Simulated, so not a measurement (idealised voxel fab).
Process module heading - voxel capacitor over wiring
Square cells of 5 nm make up the cross-section cut, whose width is 165 nm.
Cross-sections here: square-cell grids, written as top-down lists of bands, a band being one or more rows of cells. Within each band entry, the heights of the top and of the bottom of the band appear first, in that order and in nm; the materials of the band then follow from left to right, each with its corresponding width in nm. The designation "all across" on a single material indicates that it fills the band from edge to edge; the designation "blank" indicates empty space. A quick word on heights: they are counted from 0, and under that level the wafer as it came to us is one material throughout. The lowest band is different from the rest in having no bottom; it simply continues downward, written as in "0 down". Width: "30->40" (first number = top row, second number = bottom row, same change from row to row of cells). "no change", as given for a step, is the statement that not any cell of the cross-section underwent a change during that step. This entry, "Trapped void list", enumerates those empty regions of no fewer than 8 cells that possess no open connection to the top. Each region is reported in the form width x height at distance, the distance being taken from the left edge, with all three quantities expressed in nm. That trailing text on a step's line, after the settings, is the simulator's own remark on the step. overlay nm: mask right of planned place by this much (step with mask). Neg. = left.
## Steps planned for the process
1 op RECEIVE | material Si
2 op CONFORMAL_DEP | material SiO2 | thk nm 15
3 op DIRECTIONAL_DEP | material TiN | thk nm 5
4 op DIRECTIONAL_DEP | material W | thk nm 15
5 op DIRECTIONAL_DEP | material aC | thk nm 10
6 op PATTERN | tone cover | mask id METAL_1 | material resist | width nm 30 | pitch nm 80 | thk nm 25 | overlay nm 0
7 op DIRECTIONAL_ETCH | etch materials aC | depth nm 10
8 op STRIP | etch materials resist
9 op DIRECTIONAL_ETCH | etch materials W | depth nm 15
10 op DIRECTIONAL_ETCH | etch materials TiN | depth nm 5
11 op STRIP | etch materials aC
12 op CONFORMAL_DEP | material SiCN | thk nm 5
13 op FILL_DEP | material lowk | thk nm 5
14 op CMP | height nm 35
15 op CONFORMAL_DEP | material SiCN | thk nm 5
16 op DIRECTIONAL_DEP | material SiO2 | thk nm 15
17 op MASKED_ETCH | tone open | mask id PLUG_1 | width nm 15 | etch materials SiO2 | depth nm 15 | overlay nm 0
18 op MASKED_ETCH | tone open | mask id PLUG_1 | width nm 15 | etch materials SiCN | depth nm 5 | overlay nm 0
19 op EPI | material Ru | thk nm 10
20 op EPI | material Ru | thk nm 10
21 op DIRECTIONAL_DEP | material TiN | thk nm 10
22 op DIRECTIONAL_DEP | material SiN | thk nm 5
23 op DIRECTIONAL_DEP | material TiN | thk nm 5
24 op PATTERN | tone cover | mask id UPPER_PLATE | material resist | width nm 55 | thk nm 15 | overlay nm 0
25 op DIRECTIONAL_ETCH | etch materials TiN | depth nm 5
26 op DIRECTIONAL_ETCH | etch materials SiN | depth nm 5
27 op STRIP | etch materials resist
28 op MASKED_ETCH | tone cover | mask id LOWER_PLATE | width nm 65 | etch materials TiN | depth nm 10 | overlay nm 0
29 op FILL_DEP | material SiO2 | thk nm 15
30 op CMP | height nm 85
31 op MASKED_ETCH | tone open | mask id PLUG_2 | width nm 15 | etch materials SiO2 | depth nm 10 | overlay nm 0
32 op CONFORMAL_DEP | material TiN | thk nm 5
33 op FILL_DEP | material Cu | thk nm 5
34 op CMP | height nm 85
35 op CONFORMAL_DEP | material SiN | thk nm 5
## Delivered wafer in cross-section: state after step 1
* 0 down: Si all across
* Trapped void list: none
## Below is the wafer in cross-section after the module was completed. It began from the starting point shown above and followed the plan shown above, except that one mistake was made while running it
* 90 to 85: SiN all across
* 85 to 80: SiO2 50 nm, then TiN 5 nm, then Cu 5 nm, then TiN 5 nm, then SiO2 100 nm
* 80 to 75: SiO2 50 nm, then TiN 15 nm, then SiO2 100 nm
* 75 to 70: SiO2 all across
* 70 to 65: SiO2 40 nm, then SiN 55 nm, then SiO2 70 nm
* 65 to 55: TiN 35 nm, then SiO2 5 nm, then TiN 55 nm, then SiO2 5 nm, then TiN 65 nm
* 55 to 40: SiO2 40 nm, then Ru 15 nm, then SiO2 110 nm
* 40 to 35: SiCN 40 nm, then Ru 15 nm, then SiCN 110 nm
* 35 to 20: lowk 20 nm, then SiCN 5 nm, then W 30 nm, then SiCN 5 nm, then lowk 40 nm, then SiCN 5 nm, then W 30 nm, then SiCN 5 nm, then lowk 25 nm
* 20 to 15: SiCN 25 nm, then TiN 30 nm, then SiCN 50 nm, then TiN 30 nm, then SiCN 30 nm
* 15 to 0: SiO2 all across
* 0 down: Si all across
* Trapped void list: none
Want to know what went wrong? not per plan at step 28, really ran op MASKED_ETCH | tone open | mask id LOWER_PLATE | width nm 65 | etch materials TiN | depth nm 10 | overlay nm 0
